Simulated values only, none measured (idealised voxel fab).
Title: Process Module voxel fin reveal
cross-section cut | 255 nm wide | cells 5 nm
Format of a cross-section: grid, square cells. Given as bands. Order: top down. Band: one or more rows of cells.
What a band's entry tells you: where the top is and where the bottom is, as heights in nm, and after that what lies inside, material by material from left to right, each with its width in nm. Empty space is written as the word "air", and a single material marked with the word "full width" occupies the band from edge to edge.
The level at which height equals 0 is the one under which the wafer, as it arrives, is entirely one material. No lower edge exists for the bottom band, which continues downward and is notated as in "0 and below".
With a width like "30..40", each row of cells in the band differs from the next by the same amount, the top row carrying the first number and the bottom row the second.
What does "no change occurred" mean for a step? It means no cell of the cross-section changed in that step.
This entry, "Trapped voids", enumerates those empty regions of no fewer than 8 cells that possess no open connection to the top. Each region is reported in the form width x height at distance, the distance being taken from the left edge, with all three quantities expressed in nm.
Past the settings on a step's line: simulator remark, on that step.
overlay nm: how far to the right of its planned place the mask lay on this masked step (negative: to the left).

The following list gives the planned process steps
step 1: op RECEIVE | material Si
step 2: op CONFORMAL_DEP | material SiN | thk nm 5
step 3: op PATTERN | tone cover | mask id FINS | material resist | width nm 15 | pitch nm 45 | thk nm 15 | overlay nm 0
step 4: op DIRECTIONAL_ETCH | etch materials SiN | depth nm 5
step 5: op DIRECTIONAL_ETCH | etch materials Si | depth nm 30
step 6: op STRIP | etch materials resist
step 7: op FILL_DEP | material SiO2 | thk nm 5
step 8: op CMP | height nm 5
step 9: op SELECTIVE_ETCH | etch materials SiO2 | depth nm 15
step 10: op STRIP | etch materials SiN

This is the cross-section of the wafer as we received it, i.e. after step 1
	0 and below | Si full width
	Trapped voids: none

Cross-section taken at module completion on the first of two wafers; processed per the plan
	0 down to -10 | 50 of air, then 15 of Si, then 30 of air, then 15 of Si, then 30 of air, then 15 of Si, then 30 of air, then 15 of Si, then 55 of air
	-10 down to -30 | 50 of SiO2, then 15 of Si, then 30 of SiO2, then 15 of Si, then 30 of SiO2, then 15 of Si, then 30 of SiO2, then 15 of Si, then 55 of SiO2
	-30 and below | Si full width
	Trapped voids: none

Here is the second of the two wafers cut open at the end of the module - same start, same plan as the first one, but we made one mistake running it
	0 down to -10 | 45 of air, then 15 of Si, then 30 of air, then 15 of Si, then 30 of air, then 15 of Si, then 30 of air, then 15 of Si, then 60 of air
	-10 down to -30 | 45 of SiO2, then 15 of Si, then 30 of SiO2, then 15 of Si, then 30 of SiO2, then 15 of Si, then 30 of SiO2, then 15 of Si, then 60 of SiO2
	-30 and below | Si full width
	Trapped voids: none
Deviation from plan: not per plan at step 3, really ran op PATTERN | tone cover | mask id FINS | material resist | width nm 15 | pitch nm 45 | thk nm 15 | overlay nm -5
End check, second vs first wafer: material counts in cells match, positions do not.
